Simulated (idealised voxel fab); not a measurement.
The process module presented herein is designated voxel lift off.
The cross-section on display is named cut; it measures 220 nm wide, and its cells are 5 nm squares.
Cross-section spec: square-cell grid; bands listed top down; each band is one or more rows.
Read a band's entry like this: the first values are the height of its top and the height of its bottom in nm, and what follows is the sequence of materials from left to right, each with its width in nm. Note that "blank" is empty space, and that a single material marked "everywhere" reaches across the band from edge to edge.
Convention: height 0 is the level below which the wafer, as received, is all one material. The lowest band does not terminate at the bottom but continues downward, represented as "0 nm and below".
A two-number width, for instance "30->40", indicates that the width is equal to the first number in the top row of the band and to the second number in the bottom row, and that it changes by a constant amount per row of cells.
Take "nothing got changed" at face value: in the step it is given for, the cross-section changed in none of its cells.
Entry "Enclosed void inventory" = empty spaces >= 8 cells with no open way to the top; each as width x height at distance, distance from left edge, all nm.
It should be noted that, on the line of a given step, the content following the step's settings is a remark produced by the simulator itself with respect to that step.
overlay nm: right-of-plan distance of the mask on a masked step; negative values mean left-of-plan.
-- The following list gives the planned process steps
| 1 | RECEIVE (material Si) |
| 2 | CONFORMAL_DEP (material SiN; thk nm 5) |
| 3 | PATTERN (tone open; mask id LINES; material resist; width nm 25; pitch nm 50; thk nm 20; overlay nm 0) |
| 4 | DIRECTIONAL_DEP (material Ru; thk nm 10) |
| 5 | STRIP (etch materials resist) |
| 6 | CONFORMAL_DEP (material SiCN; thk nm 10) |
-- Step 1 complete: cross-section of the wafer as received
  0 nm and below = Si everywhere
  Enclosed void inventory: none
-- End-of-module cross-section of the first of two wafers, processed as planned
  25 nm to 15 nm = 10 nm blank  45 nm SiCN  5 nm blank  45 nm SiCN  5 nm blank  45 nm SiCN  5 nm blank  45 nm SiCN  15 nm blank
  15 nm to 5 nm = 20 nm SiCN  25 nm Ru  25 nm SiCN  25 nm Ru  25 nm SiCN  25 nm Ru  25 nm SiCN  25 nm Ru  25 nm SiCN
  5 nm to 0 nm = SiN everywhere
  0 nm and below = Si everywhere
  Enclosed void inventory: none
-- Cross-section, second wafer: same start as the first, same plan as the first, one mistake in running it; taken at the end of the module
  25 nm to 15 nm = 30 nm SiCN  5 nm blank  45 nm SiCN  5 nm blank  45 nm SiCN  5 nm blank  45 nm SiCN  5 nm blank  35 nm SiCN
  15 nm to 5 nm = 20 nm Ru  25 nm SiCN  25 nm Ru  25 nm SiCN  25 nm Ru  25 nm SiCN  25 nm Ru  25 nm SiCN  25 nm Ru
  5 nm to 0 nm = SiN everywhere
  0 nm and below = Si everywhere
  Enclosed void inventory: none
Run error: step 3 changed vs plan, executed as PATTERN (tone cover; mask id LINES; material resist; width nm 25; pitch nm 50; thk nm 20; overlay nm 0)
Once processing is complete, comparing cell counts shows that the second wafer has more or fewer of certain materials than the first: +8 Ru
